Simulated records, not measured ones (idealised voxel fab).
This section sets out a process module, namely voxel trench capacitor.
Cross-section cut: width 205 nm, square cells of 5 nm.
How to read a cross-section here: the picture is a grid of square cells, written as bands going from the top down, and any band can span one or more rows of cells. Heads up on the band format: heights come first, top then bottom, in nm. After that it's the materials left to right, each with its width in nm. A single material flagged "full width" fills the whole band edge to edge, and "empty" means there's empty space there. Height reference: 0 = level under which incoming wafer is all one material. Lowest band: no bottom, runs on downward, e.g. "0 -> down". You'd read "30..40" like this: the band's top row of cells is as wide as the first number, its bottom row is as wide as the second, and going down, every row changes width by the same amount as the row before did. Key: "left unchanged" - step with no changed cell in the cross-section. Basically, "Voids, enclosed" tells you about the enclosed voids: empty spaces with no open way to the top, 8 cells or bigger, each written width x height at distance, where distance is from the left edge, all in nm. Step line, after settings: the simulator's comment on this step. overlay nm: right-of-plan distance of the mask on a masked step; negative values mean left-of-plan.

## Set out below are the planned steps of the process
1,RECEIVE (material Si)
2,CONFORMAL_DEP (material SiN; thk nm 10)
3,DIRECTIONAL_DEP (material aC; thk nm 10)
4,PATTERN (tone open; mask id TRENCH; material resist; width nm 15; pitch nm 45; thk nm 25; overlay nm 0)
5,DIRECTIONAL_ETCH (etch materials aC; depth nm 10)
6,STRIP (etch materials resist)
7,DIRECTIONAL_ETCH (etch materials SiN; depth nm 10)
8,DIRECTIONAL_ETCH (etch materials Si; depth nm 40)
9,STRIP (etch materials aC)
10,CONFORMAL_DEP (material Al2O3; thk nm 5)
11,FILL_DEP (material polySi; thk nm 5)
12,CMP (height nm 10)

## Cross-section of the wafer as it came to us, i.e., already through step 1
	0 -> down | Si full width
	Voids, enclosed: none

## Final wafer profile in cross-section after the module, from the same start and plan as above, with one mistake made during processing
	10 -> 0 | SiN=50, then Al2O3=5, then polySi=5, then Al2O3=5, then SiN=30, then Al2O3=5, then polySi=5, then Al2O3=5, then SiN=30, then Al2O3=5, then polySi=5, then Al2O3=5, then SiN=50
	0 -> -45 | Si=50, then Al2O3=5, then polySi=5, then Al2O3=5, then Si=30, then Al2O3=5, then polySi=5, then Al2O3=5, then Si=30, then Al2O3=5, then polySi=5, then Al2O3=5, then Si=50
	-45 -> -50 | Si=50, then Al2O3=15, then Si=30, then Al2O3=15, then Si=30, then Al2O3=15, then Si=50
	-50 -> down | Si full width
	Voids, enclosed: none
Misprocessing identified: step 8 was run on a setting that differed from the plan, and what really ran there is DIRECTIONAL_ETCH (etch materials Si; depth nm 50)
